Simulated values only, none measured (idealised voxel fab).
You're looking at the process module voxel spacer lines.
Cross-sectional view cut (width: 295 nm; square cell size: 5 nm).
Think of the cross-section as a grid of square cells. We describe it in bands, top to bottom, and each band covers one or more rows of those cells.
The band entry comprises the height of the band's top followed by the height of its bottom, expressed in nm, and subsequently the band's materials from left to right, each stated together with its width in nm. Where a single material is marked with the word "full width", that material fills the band from edge to edge. The word "empty" represents empty space.
Height reference: 0 = level under which incoming wafer is all one material. Lowest band: no bottom, runs on downward, e.g. "top 0, no bottom".
Top row gets the first number, bottom row gets the second, and each row in between changes by the same step: that is how a band width like "30->40" works.
Key: "identical to before" - step with no changed cell in the cross-section.
"Trapped void list": empty spaces of 8 cells or more with no open way to the top, each given as width x height at distance, distance from the left edge, all in nm.
Note: text after step settings on the step line = simulator remark on that step.
When a step includes a mask, the "overlay nm" setting on its line states how far to the right of its planned place that mask lay, and negative values state how far to the left.
Planned process steps
1,RECEIVE: material Si
2,CONFORMAL_DEP: material Al2O3, thk nm 5
3,DIRECTIONAL_DEP: material W, thk nm 15
4,DIRECTIONAL_DEP: material aC, thk nm 20
5,PATTERN: tone cover, mask id MANDREL, material resist, width nm 20, pitch nm 60, thk nm 25, overlay nm 0
6,DIRECTIONAL_ETCH: etch materials aC, depth nm 20
7,STRIP: etch materials resist
8,CONFORMAL_DEP: material SiN, thk nm 10
9,DIRECTIONAL_ETCH: etch materials SiN, depth nm 10
10,STRIP: etch materials aC
11,DIRECTIONAL_ETCH: etch materials W, depth nm 15
12,STRIP: etch materials SiN
13,FILL_DEP: material lowk, thk nm 5
14,CMP: height nm 20
What follows covers the first of two wafers; it ran as planned
The cross-section here shows the wafer as received, i.e. in its state after step 1
	top 0, no bottom  Si full width
	Trapped void list: none
Wafer xsec, post step 2
	top 5, bottom 0  Al2O3 full width
	Lower than 0, everything is as it was.
Wafer xsec, post step 3
	top 20, bottom 5  W full width
	Lower than 5, everything is as it was.
Wafer xsec, post step 4
	top 40, bottom 20  aC full width
	Lower than 20, everything is as it was.
Wafer xsec, post step 5
	top 65, bottom 40  75 nm empty  20 nm resist  40 nm empty  20 nm resist  40 nm empty  20 nm resist  80 nm empty
	Lower than 40, everything is as it was.
Wafer xsec, post step 6
	top 45, bottom 40  75 nm empty  20 nm resist  40 nm empty  20 nm resist  40 nm empty  20 nm resist  80 nm empty
	top 40, bottom 20  75 nm empty  20 nm aC  40 nm empty  20 nm aC  40 nm empty  20 nm aC  80 nm empty
	Lower than 20, everything is as it was.
Wafer xsec, post step 7
	top 40, bottom 20  75 nm empty  20 nm aC  40 nm empty  20 nm aC  40 nm empty  20 nm aC  80 nm empty
	Lower than 20, everything is as it was.
Wafer xsec, post step 8
	top 50, bottom 40  65 nm empty  40 nm SiN  20 nm empty  40 nm SiN  20 nm empty  40 nm SiN  70 nm empty
	top 40, bottom 30  65 nm empty  10 nm SiN  20 nm aC  10 nm SiN  20 nm empty  10 nm SiN  20 nm aC  10 nm SiN  20 nm empty  10 nm SiN  20 nm aC  10 nm SiN  70 nm empty
	top 30, bottom 20  75 nm SiN  20 nm aC  40 nm SiN  20 nm aC  40 nm SiN  20 nm aC  80 nm SiN
	Lower than 20, everything is as it was.
Wafer xsec, post step 9
	top 40, bottom 20  65 nm empty  10 nm SiN  20 nm aC  10 nm SiN  20 nm empty  10 nm SiN  20 nm aC  10 nm SiN  20 nm empty  10 nm SiN  20 nm aC  10 nm SiN  70 nm empty
	Lower than 20, everything is as it was.
Wafer xsec, post step 10
	top 40, bottom 20  65 nm empty  10 nm SiN  20 nm empty  10 nm SiN  20 nm empty  10 nm SiN  20 nm empty  10 nm SiN  20 nm empty  10 nm SiN  20 nm empty  10 nm SiN  70 nm empty
	Lower than 20, everything is as it was.
Wafer xsec, post step 11
	top 40, bottom 20  65 nm empty  10 nm SiN  20 nm empty  10 nm SiN  20 nm empty  10 nm SiN  20 nm empty  10 nm SiN  20 nm empty  10 nm SiN  20 nm empty  10 nm SiN  70 nm empty
	top 20, bottom 5  65 nm empty  10 nm W  20 nm empty  10 nm W  20 nm empty  10 nm W  20 nm empty  10 nm W  20 nm empty  10 nm W  20 nm empty  10 nm W  70 nm empty
	Lower than 5, everything is as it was.
Wafer xsec, post step 12
	top 20, bottom 5  65 nm empty  10 nm W  20 nm empty  10 nm W  20 nm empty  10 nm W  20 nm empty  10 nm W  20 nm empty  10 nm W  20 nm empty  10 nm W  70 nm empty
	Lower than 5, everything is as it was.
Wafer xsec, post step 13
	top 25, bottom 20  lowk full width
	top 20, bottom 5  65 nm lowk  10 nm W  20 nm lowk  10 nm W  20 nm lowk  10 nm W  20 nm lowk  10 nm W  20 nm lowk  10 nm W  20 nm lowk  10 nm W  70 nm lowk
	Lower than 5, everything is as it was.
Wafer xsec, post step 14
	top 20, bottom 5  65 nm lowk  10 nm W  20 nm lowk  10 nm W  20 nm lowk  10 nm W  20 nm lowk  10 nm W  20 nm lowk  10 nm W  20 nm lowk  10 nm W  70 nm lowk
	Lower than 5, everything is as it was.
Companion wafer, the second of two: same beginning, same intended sequence, one mistake in carrying it out; through step 12 inclusive it tracks the first exactly
when step 13 should have ended
	top 25, bottom 20  SiN full width
	top 20, bottom 5  65 nm SiN  10 nm W  20 nm SiN  10 nm W  20 nm SiN  10 nm W  20 nm SiN  10 nm W  20 nm SiN  10 nm W  20 nm SiN  10 nm W  70 nm SiN
	Lower than 5, everything is as it was.
when step 14 should have ended
	top 20, bottom 5  65 nm SiN  10 nm W  20 nm SiN  10 nm W  20 nm SiN  10 nm W  20 nm SiN  10 nm W  20 nm SiN  10 nm W  20 nm SiN  10 nm W  70 nm SiN
	Lower than 5, everything is as it was.
Heads up, the wafer didn't run the way we planned it: step 13 went in with a setting other than planned; the actual run was FILL_DEP: material SiN, thk nm 5
Counted in cells at the end, the second wafer holds more or fewer of these materials than the first: SiN: 141 more, lowk: 141 fewer
